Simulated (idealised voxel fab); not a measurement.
The process module that follows is named voxel double patterning.
It is cross-section cut that appears here, measuring 270 nm in width, its square cells being 5 nm in size.
A cross-section in this document is a grid of square cells, and it is written down as bands, the top band listed before the ones below it; a band is made up of one or more rows of cells.
What a band's entry tells you: where the top is and where the bottom is, as heights in nm, and after that what lies inside, material by material from left to right, each with its width in nm. Empty space is written as the word "empty", and a single material marked with the word "everywhere" occupies the band from edge to edge.
The reference from which all heights are counted is 0, the level beneath which the as-received wafer is entirely one material; the lowest band, having no lower bound, proceeds downward and is written after the example "from 0 down".
Width spec "30..40" -> top row of cells at first value, bottom row at second value, equal per-row change in between.
Key: "no modifications" - step with no changed cell in the cross-section.
What "Cavities, sealed" gives you is every empty space of 8 cells or more that is cut off from the top. Each appears as width x height at distance, with the distance taken from the left edge and width, height and distance all in nm.
It should be noted that, on the line of a given step, the content following the step's settings is a remark produced by the simulator itself with respect to that step.
overlay nm, on a step with a mask: how far to the right of its planned place the mask lay; to the left if negative

**These are the steps we planned for the process**
1,RECEIVE: material Si
2,CONFORMAL_DEP: material SiN, thk nm 5
3,DIRECTIONAL_DEP: material SiO2, thk nm 15
4,DIRECTIONAL_DEP: material SiCN, thk nm 5
5,PATTERN: tone open, mask id FIRST, material resist, width nm 15, pitch nm 50, thk nm 20, overlay nm 0
6,DIRECTIONAL_ETCH: etch materials SiCN, depth nm 5
7,STRIP: etch materials resist
8,PATTERN: tone open, mask id SECOND, material resist, width nm 15, thk nm 20, overlay nm 0
9,DIRECTIONAL_ETCH: etch materials SiCN, depth nm 5
10,STRIP: etch materials resist
11,DIRECTIONAL_ETCH: etch materials SiO2, depth nm 15
12,STRIP: etch materials SiCN

**Wafer at receipt (post step 1), cross-section**
* from 0 down | Si everywhere
* Cavities, sealed: none

**Look at the cross-section after the module: the wafer started out the way shown above and the plan was the one shown above, yet one mistake was made along the way**
* from 20 to 5 | 100 SiO2 | 15 empty | 5 SiO2 | 25 empty | 5 SiO2 | 15 empty | 105 SiO2
* from 5 to 0 | SiN everywhere
* from 0 down | Si everywhere
* Cavities, sealed: none
Short version of what went wrong: step 8 off recipe, ran as PATTERN: tone open, mask id SECOND, material resist, width nm 25, thk nm 20, overlay nm 0
